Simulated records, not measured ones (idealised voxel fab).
A process module follows: voxel fin reveal.
It is cross-section cut that appears here, measuring 235 nm in width, its square cells being 5 nm in size.
A cross-section is a grid of square cells, given in bands from the top down. A band is one or more rows of cells. What a band's entry tells you: where the top is and where the bottom is, as heights in nm, and after that what lies inside, material by material from left to right, each with its width in nm. Empty space is written as the word "blank", and a single material marked with the word "throughout" occupies the band from edge to edge. All heights in this document are referenced to 0, defined as the level beneath which the wafer, as received, consists entirely of one material. The lowest band is not bounded below; it extends indefinitely downward and is written in the form "from 0 down". A width given as "30->40" starts at the first number in the band's top row and ends at the second number in its bottom row, shifting by an equal amount at every step from row to row. Reading "remained unchanged" for a step: not a cell of the cross-section changed in it. Enclosed voids: empty space of 8 cells or more with no open way to the top, each as width x height at its distance from the left edge, in nm. Past the settings on a step's line: simulator remark, on that step. overlay nm: for a step with a mask, the amount by which the mask lay right of where it was planned; a negative amount means left of it.
List of planned process steps
1 op RECEIVE | material Si
2 op CONFORMAL_DEP | material SiN | thk nm 5
3 op PATTERN | tone cover | mask id FINS | material resist | width nm 15 | pitch nm 40 | thk nm 20 | overlay nm 0
4 op DIRECTIONAL_ETCH | etch materials SiN | depth nm 5
5 op DIRECTIONAL_ETCH | etch materials Si | depth nm 40
6 op STRIP | etch materials resist
7 op FILL_DEP | material SiO2 | thk nm 10
8 op CMP | height nm 5
9 op SELECTIVE_ETCH | etch materials SiO2 | depth nm 30
10 op STRIP | etch materials SiN
11 op CONFORMAL_DEP | material SiO2 | thk nm 5
So, the first of our two wafers, run just as we planned it
Here's what the wafer looked like in cross-section when it arrived - that's after step 1
  from 0 down: Si throughout
  Enclosed voids: none
Sectional view: wafer, after step 2
  from 5 to 0: SiN throughout
  Whatever lies below 0 is exactly as it was before.
Sectional view: wafer, after step 3
  from 25 to 5: blank 50 nm | resist 15 nm | blank 25 nm | resist 15 nm | blank 25 nm | resist 15 nm | blank 25 nm | resist 15 nm | blank 50 nm
  Whatever lies below 5 is exactly as it was before.
Sectional view: wafer, after step 4
  from 25 to 5: blank 50 nm | resist 15 nm | blank 25 nm | resist 15 nm | blank 25 nm | resist 15 nm | blank 25 nm | resist 15 nm | blank 50 nm
  from 5 to 0: blank 50 nm | SiN 15 nm | blank 25 nm | SiN 15 nm | blank 25 nm | SiN 15 nm | blank 25 nm | SiN 15 nm | blank 50 nm
  Whatever lies below 0 is exactly as it was before.
Sectional view: wafer, after step 5
  from 25 to 5: blank 50 nm | resist 15 nm | blank 25 nm | resist 15 nm | blank 25 nm | resist 15 nm | blank 25 nm | resist 15 nm | blank 50 nm
  from 5 to 0: blank 50 nm | SiN 15 nm | blank 25 nm | SiN 15 nm | blank 25 nm | SiN 15 nm | blank 25 nm | SiN 15 nm | blank 50 nm
  from 0 to -40: blank 50 nm | Si 15 nm | blank 25 nm | Si 15 nm | blank 25 nm | Si 15 nm | blank 25 nm | Si 15 nm | blank 50 nm
  Whatever lies below -40 is exactly as it was before.
Sectional view: wafer, after step 6
  from 5 to 0: blank 50 nm | SiN 15 nm | blank 25 nm | SiN 15 nm | blank 25 nm | SiN 15 nm | blank 25 nm | SiN 15 nm | blank 50 nm
  Whatever lies below 0 is exactly as it was before.
Sectional view: wafer, after step 7
  from 15 to 5: SiO2 throughout
  from 5 to 0: SiO2 50 nm | SiN 15 nm | SiO2 25 nm | SiN 15 nm | SiO2 25 nm | SiN 15 nm | SiO2 25 nm | SiN 15 nm | SiO2 50 nm
  from 0 to -40: SiO2 50 nm | Si 15 nm | SiO2 25 nm | Si 15 nm | SiO2 25 nm | Si 15 nm | SiO2 25 nm | Si 15 nm | SiO2 50 nm
  Whatever lies below -40 is exactly as it was before.
Sectional view: wafer, after step 8
  from 5 to 0: SiO2 50 nm | SiN 15 nm | SiO2 25 nm | SiN 15 nm | SiO2 25 nm | SiN 15 nm | SiO2 25 nm | SiN 15 nm | SiO2 50 nm
  Whatever lies below 0 is exactly as it was before.
Sectional view: wafer, after step 9
  from 5 to 0: blank 50 nm | SiN 15 nm | blank 25 nm | SiN 15 nm | blank 25 nm | SiN 15 nm | blank 25 nm | SiN 15 nm | blank 50 nm
  from 0 to -25: blank 50 nm | Si 15 nm | blank 25 nm | Si 15 nm | blank 25 nm | Si 15 nm | blank 25 nm | Si 15 nm | blank 50 nm
  Whatever lies below -25 is exactly as it was before.
Sectional view: wafer, after step 10
  from 0 to -25: blank 50 nm | Si 15 nm | blank 25 nm | Si 15 nm | blank 25 nm | Si 15 nm | blank 25 nm | Si 15 nm | blank 50 nm
  Whatever lies below -25 is exactly as it was before.
Sectional view: wafer, after step 11
  from 5 to 0: blank 45 nm | SiO2 25 nm | blank 15 nm | SiO2 25 nm | blank 15 nm | SiO2 25 nm | blank 15 nm | SiO2 25 nm | blank 45 nm
  from 0 to -20: blank 45 nm | SiO2 5 nm | Si 15 nm | SiO2 5 nm | blank 15 nm | SiO2 5 nm | Si 15 nm | SiO2 5 nm | blank 15 nm | SiO2 5 nm | Si 15 nm | SiO2 5 nm | blank 15 nm | SiO2 5 nm | Si 15 nm | SiO2 5 nm | blank 45 nm
  from -20 to -40: SiO2 50 nm | Si 15 nm | SiO2 25 nm | Si 15 nm | SiO2 25 nm | Si 15 nm | SiO2 25 nm | Si 15 nm | SiO2 50 nm
  Whatever lies below -40 is exactly as it was before.
Second wafer: like start, like plan, one mistake. Through step 2 it matches the first wafer
Second wafer, cut view, end of step 3 per plan
  from 25 to 5: blank 50 nm | resist 20 nm | blank 20 nm | resist 20 nm | blank 20 nm | resist 20 nm | blank 20 nm | resist 20 nm | blank 45 nm
  Whatever lies below 5 is exactly as it was before.
Second wafer, cut view, end of step 4 per plan
  from 25 to 5: blank 50 nm | resist 20 nm | blank 20 nm | resist 20 nm | blank 20 nm | resist 20 nm | blank 20 nm | resist 20 nm | blank 45 nm
  from 5 to 0: blank 50 nm | SiN 20 nm | blank 20 nm | SiN 20 nm | blank 20 nm | SiN 20 nm | blank 20 nm | SiN 20 nm | blank 45 nm
  Whatever lies below 0 is exactly as it was before.
Second wafer, cut view, end of step 5 per plan
  from 25 to 5: blank 50 nm | resist 20 nm | blank 20 nm | resist 20 nm | blank 20 nm | resist 20 nm | blank 20 nm | resist 20 nm | blank 45 nm
  from 5 to 0: blank 50 nm | SiN 20 nm | blank 20 nm | SiN 20 nm | blank 20 nm | SiN 20 nm | blank 20 nm | SiN 20 nm | blank 45 nm
  from 0 to -40: blank 50 nm | Si 20 nm | blank 20 nm | Si 20 nm | blank 20 nm | Si 20 nm | blank 20 nm | Si 20 nm | blank 45 nm
  Whatever lies below -40 is exactly as it was before.
Second wafer, cut view, end of step 6 per plan
  from 5 to 0: blank 50 nm | SiN 20 nm | blank 20 nm | SiN 20 nm | blank 20 nm | SiN 20 nm | blank 20 nm | SiN 20 nm | blank 45 nm
  Whatever lies below 0 is exactly as it was before.
Second wafer, cut view, end of step 7 per plan
  from 15 to 5: SiO2 throughout
  from 5 to 0: SiO2 50 nm | SiN 20 nm | SiO2 20 nm | SiN 20 nm | SiO2 20 nm | SiN 20 nm | SiO2 20 nm | SiN 20 nm | SiO2 45 nm
  from 0 to -40: SiO2 50 nm | Si 20 nm | SiO2 20 nm | Si 20 nm | SiO2 20 nm | Si 20 nm | SiO2 20 nm | Si 20 nm | SiO2 45 nm
  Whatever lies below -40 is exactly as it was before.
Second wafer, cut view, end of step 8 per plan
  from 5 to 0: SiO2 50 nm | SiN 20 nm | SiO2 20 nm | SiN 20 nm | SiO2 20 nm | SiN 20 nm | SiO2 20 nm | SiN 20 nm | SiO2 45 nm
  Whatever lies below 0 is exactly as it was before.
Second wafer, cut view, end of step 9 per plan
  from 5 to 0: blank 50 nm | SiN 20 nm | blank 20 nm | SiN 20 nm | blank 20 nm | SiN 20 nm | blank 20 nm | SiN 20 nm | blank 45 nm
  from 0 to -25: blank 50 nm | Si 20 nm | blank 20 nm | Si 20 nm | blank 20 nm | Si 20 nm | blank 20 nm | Si 20 nm | blank 45 nm
  Whatever lies below -25 is exactly as it was before.
Second wafer, cut view, end of step 10 per plan
  from 0 to -25: blank 50 nm | Si 20 nm | blank 20 nm | Si 20 nm | blank 20 nm | Si 20 nm | blank 20 nm | Si 20 nm | blank 45 nm
  Whatever lies below -25 is exactly as it was before.
Second wafer, cut view, end of step 11 per plan
  from 5 to 0: blank 45 nm | SiO2 30 nm | blank 10 nm | SiO2 30 nm | blank 10 nm | SiO2 30 nm | blank 10 nm | SiO2 30 nm | blank 40 nm
  from 0 to -20: blank 45 nm | SiO2 5 nm | Si 20 nm | SiO2 5 nm | blank 10 nm | SiO2 5 nm | Si 20 nm | SiO2 5 nm | blank 10 nm | SiO2 5 nm | Si 20 nm | SiO2 5 nm | blank 10 nm | SiO2 5 nm | Si 20 nm | SiO2 5 nm | blank 40 nm
  from -20 to -40: SiO2 50 nm | Si 20 nm | SiO2 20 nm | Si 20 nm | SiO2 20 nm | Si 20 nm | SiO2 20 nm | Si 20 nm | SiO2 45 nm
  Whatever lies below -40 is exactly as it was before.
Error vs. plan: heads up, step 3 didn't go per plan, it actually ran as op PATTERN | tone cover | mask id FINS | material resist | width nm 20 | pitch nm 40 | thk nm 20 | overlay nm 0
Wafer comparison, final, in cells, second relative to first, materials more or fewer: 32 more of Si, 12 fewer of SiO2
